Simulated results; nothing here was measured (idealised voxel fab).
Name of the process module below: voxel spacer lines
This is section cut - it's 260 nm across, gridded in 5 nm square cells.
Heads up, the way a cross-section reads in here is a grid of square cells, handed over as bands from the top down, with every band being one or more rows of cells. For a band, the entry starts with two heights in nm, that of the top and then that of the bottom, and carries on with the band's materials in order from left to right, each alongside its width in nm; the word "everywhere" beside a single material means it fills the band edge to edge, and "air" means empty space. Ref level 0: as-received wafer is one material below here. Bottom band extends down with no lower bound ("0 nm and below"). A two-number width, for instance "30..40", indicates that the width is equal to the first number in the top row of the band and to the second number in the bottom row, and that it changes by a constant amount per row of cells. When a step is marked "nothing got changed", none of the cells in the cross-section changed during that step. The list in "Enclosed void listing" covers empty spaces of 8 cells or more that cannot reach the top through any open way, and it gives each as width x height at distance; the distance is from the left edge, and width, height and distance are in nm. Step line, after settings: the simulator's comment on this step. You can add "overlay nm" to a step's line. For a step with a mask, it describes how far the mask lay to the right of its planned position, and a negative number describes a lay to the left.

THIS SECTION LISTS THE PROCESS STEPS THAT WERE PLANNED
1. RECEIVE | material Si
2. CONFORMAL_DEP | material SiO2 | thk nm 5
3. DIRECTIONAL_DEP | material W | thk nm 15
4. DIRECTIONAL_DEP | material polySi | thk nm 25
5. PATTERN | tone cover | mask id MANDREL | material resist | width nm 25 | pitch nm 80 | thk nm 30 | overlay nm 0
6. DIRECTIONAL_ETCH | etch materials polySi | depth nm 25
7. STRIP | etch materials resist
8. CONFORMAL_DEP | material SiN | thk nm 15
9. DIRECTIONAL_ETCH | etch materials SiN | depth nm 15
10. STRIP | etch materials polySi
11. DIRECTIONAL_ETCH | etch materials W | depth nm 5
12. STRIP | etch materials SiN
13. FILL_DEP | material lowk | thk nm 5
14. CMP | height nm 20
Where the wafers of this document differ is in the depth nm of step 11; they start out the same, and the plan states the value that applied to the first wafer.

INCOMING STATE OF THE FIRST OF SEVERAL WAFERS IN CROSS-SECTION: AFTER STEP 1
* 0 nm and below | Si everywhere
* Enclosed void listing: none

FIRST OF SEVERAL WAFERS IN CROSS-SECTION AT MODULE END, FOLLOWING THE FINAL STEP, STEP 14
* 20 nm to 15 nm | 60 lowk; 15 W; 25 lowk; 15 W; 25 lowk; 15 W; 25 lowk; 15 W; 65 lowk
* 15 nm to 5 nm | W everywhere
* 5 nm to 0 nm | SiO2 everywhere
* 0 nm and below | Si everywhere
* Enclosed void listing: none

OF THE SEVERAL WAFERS, THE LAST: CROSS-SECTION AT THE END OF THE MODULE
* 20 nm to 5 nm | 60 lowk; 15 W; 25 lowk; 15 W; 25 lowk; 15 W; 25 lowk; 15 W; 65 lowk
* 5 nm to 0 nm | SiO2 everywhere
* 0 nm and below | Si everywhere
* Enclosed void listing: none

BASICALLY EACH WAFER GETS A LINE IN THE TABLE, SHOWING IT AT THE END OF THE MODULE: MATERIAL BY MATERIAL, THE CELLS IT GAINED (+) OR LOST (-) SINCE WE GOT IT, THEN ITS CLOSED VOIDS
depth nm 5 | +52 SiO2 | +116 W | +40 lowk | Enclosed void listing: none
depth nm 10 | +52 SiO2 | +76 W | +80 lowk | Enclosed void listing: none
depth nm 15 | +52 SiO2 | +36 W | +120 lowk | Enclosed void listing: none
depth nm 20 | +52 SiO2 | +36 W | +120 lowk | Enclosed void listing: none
depth nm 25 | +52 SiO2 | +36 W | +120 lowk | Enclosed void listing: none
depth nm 30 | +52 SiO2 | +36 W | +120 lowk | Enclosed void listing: none
